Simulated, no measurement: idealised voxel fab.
Module name: voxel lift off (process module)
Cross-sectional view cut (width: 225 nm; square cell size: 5 nm).
Cross-section = grid of square cells, listed top down in bands; band = one or more rows.
This entry defines a band. It first specifies the height of the band's top and the height of its bottom in nm, and then specifies the band's materials from left to right, stating each material with its width in nm. The word "all across" identifies a single material that fills the band from edge to edge, while the word "air" identifies empty space.
Heads up on the height convention: 0 is the point under which the incoming wafer is all one material, and the lowest band has no bottom, it just keeps going down, like "0 and below".
The expression "30->40" gives the width at the extremes of the band, the first number at its top row of cells and the second at its bottom row, with the width changing by equal amounts from each row to the next in between.
Step marked "nothing got changed"? Then no cell in the cross-section changed in it.
Listed in "Closed cavities": every empty space of 8 or more cells without an open way to the top. Form: width x height at distance, the distance being from the left edge, all in nm.
Note: text after step settings on the step line = simulator remark on that step.
Steps that use a mask can have "overlay nm" on their line. It says how far the mask sat to the right of where it was meant to be. Negative means to the left.
The steps planned for the process are as follows:
1: RECEIVE: material Si
2: CONFORMAL_DEP: material SiO2, thk nm 10
3: PATTERN: tone open, mask id LINES, material resist, width nm 20, pitch nm 50, thk nm 20, overlay nm 0
4: DIRECTIONAL_DEP: material Ru, thk nm 5
5: STRIP: etch materials resist
6: CONFORMAL_DEP: material SiO2, thk nm 5
On the first of the two wafers: run conducted according to plan:
Shown in cross-section is the wafer as received, that is, as it stands after step 1:
  0 and below | Si all across
  Closed cavities: none
The wafer in cross-section once step 2 is complete:
  10 down to 0 | SiO2 all across
  Below 0 it's all the same as before, nothing changed down there.
The wafer in cross-section once step 3 is complete:
  30 down to 10 | resist 75, air 20, resist 30, air 20, resist 80
  Below 10 it's all the same as before, nothing changed down there.
The wafer in cross-section once step 4 is complete:
  35 down to 30 | Ru 75, air 20, Ru 30, air 20, Ru 80
  30 down to 15 | resist 75, air 20, resist 30, air 20, resist 80
  15 down to 10 | resist 75, Ru 20, resist 30, Ru 20, resist 80
  Below 10 it's all the same as before, nothing changed down there.
The wafer in cross-section once step 5 is complete:
  15 down to 10 | air 75, Ru 20, air 30, Ru 20, air 80
  Below 10 it's all the same as before, nothing changed down there.
The wafer in cross-section once step 6 is complete:
  20 down to 15 | air 70, SiO2 30, air 20, SiO2 30, air 75
  15 down to 10 | SiO2 75, Ru 20, SiO2 30, Ru 20, SiO2 80
  Below 10 it's all the same as before, nothing changed down there.
Regarding the second of the two wafers: it shared the first wafer's starting condition and process plan, yet one error occurred during its execution. Its history coincides with that of the first wafer up to and including step 3:
Planned end of step 4: second wafer, cross-section:
  45 down to 30 | Ru 75, air 20, Ru 30, air 20, Ru 80
  30 down to 25 | resist 75, air 20, resist 30, air 20, resist 80
  25 down to 10 | resist 75, Ru 20, resist 30, Ru 20, resist 80
  Below 10 it's all the same as before, nothing changed down there.
Planned end of step 5: second wafer, cross-section:
  25 down to 10 | air 75, Ru 20, air 30, Ru 20, air 80
  Below 10 it's all the same as before, nothing changed down there.
Planned end of step 6: second wafer, cross-section:
  30 down to 25 | air 70, SiO2 30, air 20, SiO2 30, air 75
  25 down to 15 | air 70, SiO2 5, Ru 20, SiO2 5, air 20, SiO2 5, Ru 20, SiO2 5, air 75
  15 down to 10 | SiO2 75, Ru 20, SiO2 30, Ru 20, SiO2 80
  Below 10 it's all the same as before, nothing changed down there.
what went wrong: step 4: run off-plan, actual operation and settings DIRECTIONAL_DEP: material Ru, thk nm 15
Heads up, by the end the second wafer has more or fewer cells of some materials compared to the first: 16 more of Ru; 8 more of SiO2
